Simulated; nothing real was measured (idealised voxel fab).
Herein follows the process module entitled voxel self aligned contacts.
Cross-sectional view cut (width: 270 nm; square cell size: 5 nm).
Cross-section format: a grid of square cells, given as bands from top to bottom; each band is one or more rows of cells.
Basically the band line says how high the top is and how high the bottom is, in nm, and then what's in it from left to right, every material with its width in nm. Empty space shows up as "empty", and if a single material carries "edge to edge" it runs the full band edge to edge.
A quick word on heights: they are counted from 0, and under that level the wafer as it came to us is one material throughout. The lowest band is different from the rest in having no bottom; it simply continues downward, written as in "top 0, no bottom".
Quick explanation for "30->40": the width changes in equal steps down the rows of cells, from the first number in the band's top row to the second number in its bottom row.
You'll sometimes find "stayed the same" written for a step, and that's the way of saying that nowhere in the cross-section did a cell change during that step.
"Closed void roster" contains a list of empty spaces, each no smaller than 8 cells and without an open way to the top, written in the form width x height at distance with the distance from the left edge and all three in nm.
That trailing text on a step's line, after the settings, is the simulator's own remark on the step.
Among the settings permitted on a step's line is "overlay nm"; applied to a step with a mask, it specifies the extent to which the mask lay to the right of its planned position, whereas a negative figure signifies a position to the left.

List of planned process steps
| 1 | RECEIVE with material Si |
| 2 | OXIDIZE with depth nm 5 |
| 3 | DIRECTIONAL_DEP with material polySi, thk nm 30 |
| 4 | DIRECTIONAL_DEP with material SiN, thk nm 15 |
| 5 | MASKED_ETCH with tone cover, mask id GATE, width nm 25, pitch nm 55, etch materials SiN, depth nm 15, overlay nm 0 |
| 6 | MASKED_ETCH with tone cover, mask id GATE, width nm 25, pitch nm 55, etch materials polySi, depth nm 30, overlay nm 0 |
| 7 | CONFORMAL_DEP with material SiN, thk nm 5 |
| 8 | DIRECTIONAL_ETCH with etch materials SiN, depth nm 5 |
| 9 | FILL_DEP with material SiO2, thk nm 10 |
| 10 | CMP with height nm 50 |
| 11 | MASKED_ETCH with tone open, mask id CONTACT, width nm 40, pitch nm 55, etch materials SiO2, depth nm 55, overlay nm 0 |
| 12 | CONFORMAL_DEP with material TiN, thk nm 5 |
| 13 | FILL_DEP with material Ru, thk nm 10 |
| 14 | CMP with height nm 50 |
| 15 | CONFORMAL_DEP with material SiCN, thk nm 5 |

What follows covers the first of two wafers; it ran as planned

Step 1 complete: cross-section of the wafer as received
    top 0, no bottom | Si edge to edge
    Closed void roster: none

Presented here is a cross-section of the wafer after step 2 has been performed
    top 0, bottom -5 | SiO2 edge to edge
    Below -5, the layers are the same as they were.

Presented here is a cross-section of the wafer after step 3 has been performed
    top 30, bottom 0 | polySi edge to edge
    Below 0, the layers are the same as they were.

Presented here is a cross-section of the wafer after step 4 has been performed
    top 45, bottom 30 | SiN edge to edge
    Below 30, the layers are the same as they were.

Presented here is a cross-section of the wafer after step 5 has been performed
    top 45, bottom 30 | 65 nm empty  25 nm SiN  30 nm empty  25 nm SiN  30 nm empty  25 nm SiN  70 nm empty
    Below 30, the layers are the same as they were.

Presented here is a cross-section of the wafer after step 6 has been performed
    top 45, bottom 30 | 65 nm empty  25 nm SiN  30 nm empty  25 nm SiN  30 nm empty  25 nm SiN  70 nm empty
    top 30, bottom 0 | 65 nm empty  25 nm polySi  30 nm empty  25 nm polySi  30 nm empty  25 nm polySi  70 nm empty
    Below 0, the layers are the same as they were.

Presented here is a cross-section of the wafer after step 7 has been performed
    top 50, bottom 30 | 60 nm empty  35 nm SiN  20 nm empty  35 nm SiN  20 nm empty  35 nm SiN  65 nm empty
    top 30, bottom 5 | 60 nm empty  5 nm SiN  25 nm polySi  5 nm SiN  20 nm empty  5 nm SiN  25 nm polySi  5 nm SiN  20 nm empty  5 nm SiN  25 nm polySi  5 nm SiN  65 nm empty
    top 5, bottom 0 | 65 nm SiN  25 nm polySi  30 nm SiN  25 nm polySi  30 nm SiN  25 nm polySi  70 nm SiN
    Below 0, the layers are the same as they were.

Presented here is a cross-section of the wafer after step 8 has been performed
    top 45, bottom 30 | 60 nm empty  35 nm SiN  20 nm empty  35 nm SiN  20 nm empty  35 nm SiN  65 nm empty
    top 30, bottom 0 | 60 nm empty  5 nm SiN  25 nm polySi  5 nm SiN  20 nm empty  5 nm SiN  25 nm polySi  5 nm SiN  20 nm empty  5 nm SiN  25 nm polySi  5 nm SiN  65 nm empty
    Below 0, the layers are the same as they were.

Presented here is a cross-section of the wafer after step 9 has been performed
    top 55, bottom 45 | SiO2 edge to edge
    top 45, bottom 30 | 60 nm SiO2  35 nm SiN  20 nm SiO2  35 nm SiN  20 nm SiO2  35 nm SiN  65 nm SiO2
    top 30, bottom 0 | 60 nm SiO2  5 nm SiN  25 nm polySi  5 nm SiN  20 nm SiO2  5 nm SiN  25 nm polySi  5 nm SiN  20 nm SiO2  5 nm SiN  25 nm polySi  5 nm SiN  65 nm SiO2
    Below 0, the layers are the same as they were.

Presented here is a cross-section of the wafer after step 10 has been performed
    top 50, bottom 45 | SiO2 edge to edge
    Below 45, the layers are the same as they were.

Presented here is a cross-section of the wafer after step 11 has been performed
    top 50, bottom 45 | 85 nm SiO2  40 nm empty  15 nm SiO2  40 nm empty  90 nm SiO2
    top 45, bottom 30 | 60 nm SiO2  35 nm SiN  20 nm empty  35 nm SiN  20 nm empty  35 nm SiN  65 nm SiO2
    top 30, bottom 0 | 60 nm SiO2  5 nm SiN  25 nm polySi  5 nm SiN  20 nm empty  5 nm SiN  25 nm polySi  5 nm SiN  20 nm empty  5 nm SiN  25 nm polySi  5 nm SiN  65 nm SiO2
    top 0, bottom -5 | 95 nm SiO2  20 nm empty  35 nm SiO2  20 nm empty  100 nm SiO2
    Below -5, the layers are the same as they were.

Presented here is a cross-section of the wafer after step 12 has been performed
    top 55, bottom 50 | 90 nm TiN  30 nm empty  25 nm TiN  30 nm empty  95 nm TiN
    top 50, bottom 45 | 85 nm SiO2  15 nm TiN  10 nm empty  15 nm TiN  15 nm SiO2  15 nm TiN  10 nm empty  15 nm TiN  90 nm SiO2
    top 45, bottom 30 | 60 nm SiO2  35 nm SiN  5 nm TiN  10 nm empty  5 nm TiN  35 nm SiN  5 nm TiN  10 nm empty  5 nm TiN  35 nm SiN  65 nm SiO2
    top 30, bottom 0 | 60 nm SiO2  5 nm SiN  25 nm polySi  5 nm SiN  5 nm TiN  10 nm empty  5 nm TiN  5 nm SiN  25 nm polySi  5 nm SiN  5 nm TiN  10 nm empty  5 nm TiN  5 nm SiN  25 nm polySi  5 nm SiN  65 nm SiO2
    top 0, bottom -5 | 95 nm SiO2  20 nm TiN  35 nm SiO2  20 nm TiN  100 nm SiO2
    Below -5, the layers are the same as they were.

Presented here is a cross-section of the wafer after step 13 has been performed
    top 65, bottom 55 | Ru edge to edge
    top 55, bottom 50 | 90 nm TiN  30 nm Ru  25 nm TiN  30 nm Ru  95 nm TiN
    top 50, bottom 45 | 85 nm SiO2  15 nm TiN  10 nm Ru  15 nm TiN  15 nm SiO2  15 nm TiN  10 nm Ru  15 nm TiN  90 nm SiO2
    top 45, bottom 30 | 60 nm SiO2  35 nm SiN  5 nm TiN  10 nm Ru  5 nm TiN  35 nm SiN  5 nm TiN  10 nm Ru  5 nm TiN  35 nm SiN  65 nm SiO2
    top 30, bottom 0 | 60 nm SiO2  5 nm SiN  25 nm polySi  5 nm SiN  5 nm TiN  10 nm Ru  5 nm TiN  5 nm SiN  25 nm polySi  5 nm SiN  5 nm TiN  10 nm Ru  5 nm TiN  5 nm SiN  25 nm polySi  5 nm SiN  65 nm SiO2
    Below 0, the layers are the same as they were.

Presented here is a cross-section of the wafer after step 14 has been performed
    top 50, bottom 45 | 85 nm SiO2  15 nm TiN  10 nm Ru  15 nm TiN  15 nm SiO2  15 nm TiN  10 nm Ru  15 nm TiN  90 nm SiO2
    Below 45, the layers are the same as they were.

Presented here is a cross-section of the wafer after step 15 has been performed
    top 55, bottom 50 | SiCN edge to edge
    Below 50, the layers are the same as they were.

Wafer two. Identical start, identical plan. One mistake in execution. Identical history through step 2

Second wafer, cut view, end of step 3 per plan
    top 30, bottom 0 | Ru edge to edge
    Below 0, the layers are the same as they were.

Second wafer, cut view, end of step 4 per plan
    top 45, bottom 30 | SiN edge to edge
    Below 30, the layers are the same as they were.

Second wafer, cut view, end of step 5 per plan
    top 45, bottom 30 | 65 nm empty  25 nm SiN  30 nm empty  25 nm SiN  30 nm empty  25 nm SiN  70 nm empty
    Below 30, the layers are the same as they were.

Second wafer, cut view, end of step 6 per plan: stayed the same

Second wafer, cut view, end of step 7 per plan
    top 50, bottom 35 | 60 nm empty  35 nm SiN  20 nm empty  35 nm SiN  20 nm empty  35 nm SiN  65 nm empty
    top 35, bottom 30 | SiN edge to edge
    Below 30, the layers are the same as they were.

Second wafer, cut view, end of step 8 per plan
    top 45, bottom 30 | 60 nm empty  35 nm SiN  20 nm empty  35 nm SiN  20 nm empty  35 nm SiN  65 nm empty
    Below 30, the layers are the same as they were.

Second wafer, cut view, end of step 9 per plan
    top 55, bottom 45 | SiO2 edge to edge
    top 45, bottom 30 | 60 nm SiO2  35 nm SiN  20 nm SiO2  35 nm SiN  20 nm SiO2  35 nm SiN  65 nm SiO2
    Below 30, the layers are the same as they were.

Second wafer, cut view, end of step 10 per plan
    top 50, bottom 45 | SiO2 edge to edge
    Below 45, the layers are the same as they were.

Second wafer, cut view, end of step 11 per plan
    top 50, bottom 45 | 85 nm SiO2  40 nm empty  15 nm SiO2  40 nm empty  90 nm SiO2
    top 45, bottom 30 | 60 nm SiO2  35 nm SiN  20 nm empty  35 nm SiN  20 nm empty  35 nm SiN  65 nm SiO2
    Below 30, the layers are the same as they were.

Second wafer, cut view, end of step 12 per plan
    top 55, bottom 50 | 90 nm TiN  30 nm empty  25 nm TiN  30 nm empty  95 nm TiN
    top 50, bottom 45 | 85 nm SiO2  15 nm TiN  10 nm empty  15 nm TiN  15 nm SiO2  15 nm TiN  10 nm empty  15 nm TiN  90 nm SiO2
    top 45, bottom 35 | 60 nm SiO2  35 nm SiN  5 nm TiN  10 nm empty  5 nm TiN  35 nm SiN  5 nm TiN  10 nm empty  5 nm TiN  35 nm SiN  65 nm SiO2
    top 35, bottom 30 | 60 nm SiO2  35 nm SiN  20 nm TiN  35 nm SiN  20 nm TiN  35 nm SiN  65 nm SiO2
    Below 30, the layers are the same as they were.

Second wafer, cut view, end of step 13 per plan
    top 65, bottom 55 | Ru edge to edge
    top 55, bottom 50 | 90 nm TiN  30 nm Ru  25 nm TiN  30 nm Ru  95 nm TiN
    top 50, bottom 45 | 85 nm SiO2  15 nm TiN  10 nm Ru  15 nm TiN  15 nm SiO2  15 nm TiN  10 nm Ru  15 nm TiN  90 nm SiO2
    top 45, bottom 35 | 60 nm SiO2  35 nm SiN  5 nm TiN  10 nm Ru  5 nm TiN  35 nm SiN  5 nm TiN  10 nm Ru  5 nm TiN  35 nm SiN  65 nm SiO2
    Below 35, the layers are the same as they were.

Second wafer, cut view, end of step 14 per plan
    top 50, bottom 45 | 85 nm SiO2  15 nm TiN  10 nm Ru  15 nm TiN  15 nm SiO2  15 nm TiN  10 nm Ru  15 nm TiN  90 nm SiO2
    Below 45, the layers are the same as they were.

Second wafer, cut view, end of step 15 per plan
    top 55, bottom 50 | SiCN edge to edge
    Below 50, the layers are the same as they were.
Nonconformance to the process plan: step 3 ran differently from the plan; actual operation with settings: DIRECTIONAL_DEP with material Ru, thk nm 30
Final tally in cells, some materials are higher or lower on the second wafer than on the first: 296 more of Ru; 36 fewer of SiN; 142 fewer of SiO2; 28 fewer of TiN; 90 fewer of polySi
